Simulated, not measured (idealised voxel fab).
The name of this process module is voxel wiring stack.
Pictured: cross-section cut, 170 nm wide, on a grid of 5 nm square cells.
Heads up, the way a cross-section reads in here is a grid of square cells, handed over as bands from the top down, with every band being one or more rows of cells. First you get the band's top height and its bottom height, in nm, and then the materials it's made of, left to right, with each width in nm. If you see a single material with "edge to edge", that one covers the band edge to edge. "blank" is empty space. Basically, 0 is our baseline, since under it the wafer straight out of the box is all one material. The bottom band has no lower end and keeps on going down, so it looks like "top 0, no bottom". Width "30 to 40": first value at the band's top row of cells, second value at its bottom row, equal change from row to row. Basically "no change occurred" means that step didn't change any cell in the cross-section. "Voids lacking openings" enumerates empty spaces isolated from the top, with no open way to it, that contain at least 8 cells, giving each as width x height at distance from the left edge, all three in nm. That trailing text on a step's line, after the settings, is the simulator's own remark on the step. Each step line may optionally specify "overlay nm", which for a step with a mask gives the rightward distance between the mask's planned place and where it lay, a negative value indicating the leftward direction.
This section lists the process steps that were planned:
1,RECEIVE with material Si
2,CONFORMAL_DEP with material SiO2, thk nm 15
3,DIRECTIONAL_DEP with material TiN, thk nm 5
4,DIRECTIONAL_DEP with material Ru, thk nm 15
5,PATTERN with tone cover, mask id METAL_1, material resist, width nm 25, pitch nm 40, thk nm 15, overlay nm 0
6,DIRECTIONAL_ETCH with etch materials Ru, depth nm 15
7,DIRECTIONAL_ETCH with etch materials TiN, depth nm 5
8,STRIP with etch materials resist
9,CONFORMAL_DEP with material SiCN, thk nm 5
10,FILL_DEP with material lowk, thk nm 10
11,CMP with height nm 35
12,CONFORMAL_DEP with material SiCN, thk nm 5
13,DIRECTIONAL_DEP with material lowk, thk nm 10
14,PATTERN with tone open, mask id PLUG_1, material resist, width nm 15, thk nm 20, overlay nm 0
15,DIRECTIONAL_ETCH with etch materials lowk, depth nm 10
16,DIRECTIONAL_ETCH with etch materials SiCN, depth nm 5
17,STRIP with etch materials resist
18,CONFORMAL_DEP with material TiN, thk nm 5
19,FILL_DEP with material W, thk nm 10
20,CMP with height nm 50
21,DIRECTIONAL_DEP with material TiN, thk nm 5
22,DIRECTIONAL_DEP with material Ru, thk nm 25
23,DIRECTIONAL_DEP with material aC, thk nm 15
24,PATTERN with tone cover, mask id METAL_2, material resist, width nm 25, pitch nm 40, thk nm 30, overlay nm 0
25,DIRECTIONAL_ETCH with etch materials aC, depth nm 15
26,STRIP with etch materials resist
27,DIRECTIONAL_ETCH with etch materials Ru, depth nm 25
28,DIRECTIONAL_ETCH with etch materials TiN, depth nm 5
29,STRIP with etch materials aC
30,FILL_DEP with material lowk, thk nm 5
31,CMP with height nm 80
32,CONFORMAL_DEP with material SiCN, thk nm 5
33,DIRECTIONAL_DEP with material SiO2, thk nm 25
34,PATTERN with tone open, mask id METAL_3_HOLES, material resist, width nm 15, thk nm 15, overlay nm 0
35,DIRECTIONAL_ETCH with etch materials SiO2, depth nm 25
36,STRIP with etch materials resist
37,PATTERN with tone open, mask id METAL_3, material resist, width nm 25, pitch nm 40, thk nm 15, overlay nm 0
38,DIRECTIONAL_ETCH with etch materials SiO2, depth nm 15
39,DIRECTIONAL_ETCH with etch materials SiCN, depth nm 5
40,STRIP with etch materials resist
41,CONFORMAL_DEP with material TiN, thk nm 5
42,FILL_DEP with material Cu, thk nm 10
43,CMP with height nm 110
44,CONFORMAL_DEP with material SiN, thk nm 5
As-received state of the wafer in cross-section, equivalent to post-step 1:
	top 0, no bottom: Si edge to edge
	Voids lacking openings: none
a wafer at the end: this start, this plan, one mistake:
	top 115, bottom 110: SiN edge to edge
	top 110, bottom 100: 50 SiO2 / 5 TiN / 5 Cu / 5 TiN / 105 SiO2
	top 100, bottom 95: 50 SiO2 / 15 TiN / 105 SiO2
	top 95, bottom 85: SiO2 edge to edge
	top 85, bottom 80: SiCN edge to edge
	top 80, bottom 55: 50 lowk / 25 Ru / 15 lowk / 25 Ru / 55 lowk
	top 55, bottom 50: 50 lowk / 25 TiN / 15 lowk / 25 TiN / 55 lowk
	top 50, bottom 40: 50 lowk / 5 TiN / 5 W / 5 TiN / 105 lowk
	top 40, bottom 35: 50 SiCN / 15 TiN / 105 SiCN
	top 35, bottom 20: 45 lowk / 5 SiCN / 25 Ru / 5 SiCN / 5 lowk / 5 SiCN / 25 Ru / 5 SiCN / 50 lowk
	top 20, bottom 15: 50 SiCN / 25 TiN / 15 SiCN / 25 TiN / 55 SiCN
	top 15, bottom 0: SiO2 edge to edge
	top 0, no bottom: Si edge to edge
	Voids lacking openings: none
Where did the run depart from the plan? step 33 from the plan got run twice
